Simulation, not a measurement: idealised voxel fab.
Process module in this document: voxel air gaps
We display cut, a cross-section 295 nm in width whose square cells are each 5 nm.
In what follows, cross-sections appear as grids of square cells, described through bands that run from the top down, where every band is one or more rows of cells. Heights first: top, then bottom, in nm. Then materials, left to right, each with a width in nm. "all across" on a single material: fills the band edge to edge. "air": empty space. Where do heights start? At 0: under that level the wafer as delivered is made of one material only. And the lowest band has no floor; it just carries on downward, as in "0 -> down". The two numbers in a width such as "30->40" mark its ends across the band: the first belongs to the top row of cells, the second to the bottom row, and from each row to the next the width moves by the same amount. No cell of the cross-section changed in a step that is given as "same as before". So "Closed void entries" is basically the list of trapped voids: any empty space of 8 cells or more that can't reach the top through an opening. They're written width x height at distance, the distance being from the left edge, and it's all nm. On each step's line, the part that comes after the settings is the simulator's own comment on the step. overlay nm: where the mask lay relative to plan, measured to the right, on steps with a mask; negatives go left.
-- Planned process steps
| 1 | RECEIVE, material Si |
| 2 | CONFORMAL_DEP, material SiO2, thk nm 10 |
| 3 | CONFORMAL_DEP, material SiCN, thk nm 5 |
| 4 | DIRECTIONAL_DEP, material SiO2, thk nm 30 |
| 5 | PATTERN, tone open, mask id LINES, material resist, width nm 15, pitch nm 55, thk nm 15, overlay nm 0 |
| 6 | DIRECTIONAL_ETCH, etch materials SiO2, depth nm 30 |
| 7 | STRIP, etch materials resist |
| 8 | CONFORMAL_DEP, material TiN, thk nm 5 |
| 9 | FILL_DEP, material Ru, thk nm 5 |
| 10 | CMP, height nm 45 |
| 11 | EPI, material Ru, thk nm 10 |
| 12 | SELECTIVE_ETCH, etch materials SiO2, depth nm 40 |
| 13 | CONFORMAL_DEP, material SiCN, thk nm 5 |
Keep in mind the plan's value for the width nm of step 5 comes from the first wafer; the wafers don't share that setting, but they do share the same starting point.
-- first wafer as received, after step 1
0 -> down | Si all across
Closed void entries: none
-- Quick look at the cross-section of the first of several wafers after step 13, which wraps up the module
60 -> 55 | 40 nm air; 45 nm SiCN; 10 nm air; 45 nm SiCN; 10 nm air; 45 nm SiCN; 10 nm air; 45 nm SiCN; 45 nm air
55 -> 45 | 40 nm air; 5 nm SiCN; 35 nm Ru; 5 nm SiCN; 10 nm air; 5 nm SiCN; 35 nm Ru; 5 nm SiCN; 10 nm air; 5 nm SiCN; 35 nm Ru; 5 nm SiCN; 10 nm air; 5 nm SiCN; 35 nm Ru; 5 nm SiCN; 45 nm air
45 -> 40 | 40 nm air; 15 nm SiCN; 5 nm TiN; 5 nm Ru; 5 nm TiN; 15 nm SiCN; 10 nm air; 15 nm SiCN; 5 nm TiN; 5 nm Ru; 5 nm TiN; 15 nm SiCN; 10 nm air; 15 nm SiCN; 5 nm TiN; 5 nm Ru; 5 nm TiN; 15 nm SiCN; 10 nm air; 15 nm SiCN; 5 nm TiN; 5 nm Ru; 5 nm TiN; 15 nm SiCN; 45 nm air
40 -> 20 | 50 nm air; 5 nm SiCN; 5 nm TiN; 5 nm Ru; 5 nm TiN; 5 nm SiCN; 30 nm air; 5 nm SiCN; 5 nm TiN; 5 nm Ru; 5 nm TiN; 5 nm SiCN; 30 nm air; 5 nm SiCN; 5 nm TiN; 5 nm Ru; 5 nm TiN; 5 nm SiCN; 30 nm air; 5 nm SiCN; 5 nm TiN; 5 nm Ru; 5 nm TiN; 5 nm SiCN; 55 nm air
20 -> 15 | 55 nm SiCN; 15 nm TiN; 40 nm SiCN; 15 nm TiN; 40 nm SiCN; 15 nm TiN; 40 nm SiCN; 15 nm TiN; 60 nm SiCN
15 -> 10 | SiCN all across
10 -> 0 | SiO2 all across
0 -> down | Si all across
Closed void entries: none
-- At the end of the module, the last of several wafers in cross-section
60 -> 55 | 30 nm air; 235 nm SiCN; 30 nm air
55 -> 45 | 30 nm air; 5 nm SiCN; 225 nm Ru; 5 nm SiCN; 30 nm air
45 -> 40 | 30 nm air; 15 nm SiCN; 5 nm TiN; 30 nm Ru; 5 nm TiN; 15 nm SiO2; 5 nm TiN; 30 nm Ru; 5 nm TiN; 15 nm SiO2; 5 nm TiN; 30 nm Ru; 5 nm TiN; 15 nm SiO2; 5 nm TiN; 30 nm Ru; 5 nm TiN; 15 nm SiCN; 30 nm air
40 -> 20 | 40 nm air; 5 nm SiCN; 5 nm TiN; 30 nm Ru; 5 nm TiN; 15 nm SiO2; 5 nm TiN; 30 nm Ru; 5 nm TiN; 15 nm SiO2; 5 nm TiN; 30 nm Ru; 5 nm TiN; 15 nm SiO2; 5 nm TiN; 30 nm Ru; 5 nm TiN; 5 nm SiCN; 40 nm air
20 -> 15 | 45 nm SiCN; 40 nm TiN; 15 nm SiO2; 40 nm TiN; 15 nm SiO2; 40 nm TiN; 15 nm SiO2; 40 nm TiN; 45 nm SiCN
15 -> 10 | SiCN all across
10 -> 0 | SiO2 all across
0 -> down | Si all across
Closed void entries: none
-- Tabulated below, wafer by wafer, are the end-of-module results: for each material, the number of cells gained (+) or lost (-) relative to the as-received state, followed by the closed voids
width nm 15; +76 Ru; +214 SiCN; +118 SiO2; +52 TiN; Closed void entries: none
width nm 20; +104 Ru; +214 SiCN; +118 SiO2; +56 TiN; Closed void entries: none
width nm 25; +132 Ru; +214 SiCN; +118 SiO2; +60 TiN; Closed void entries: 20 x 20 at 80; 20 x 20 at 135; 20 x 20 at 190
width nm 30; +160 Ru; +202 SiCN; +118 SiO2; +64 TiN; Closed void entries: 15 x 20 at 85; 15 x 20 at 140; 15 x 20 at 195
width nm 35; +188 Ru; +142 SiCN; +190 SiO2; +68 TiN; Closed void entries: none
width nm 40; +210 Ru; +142 SiCN; +172 SiO2; +72 TiN; Closed void entries: none
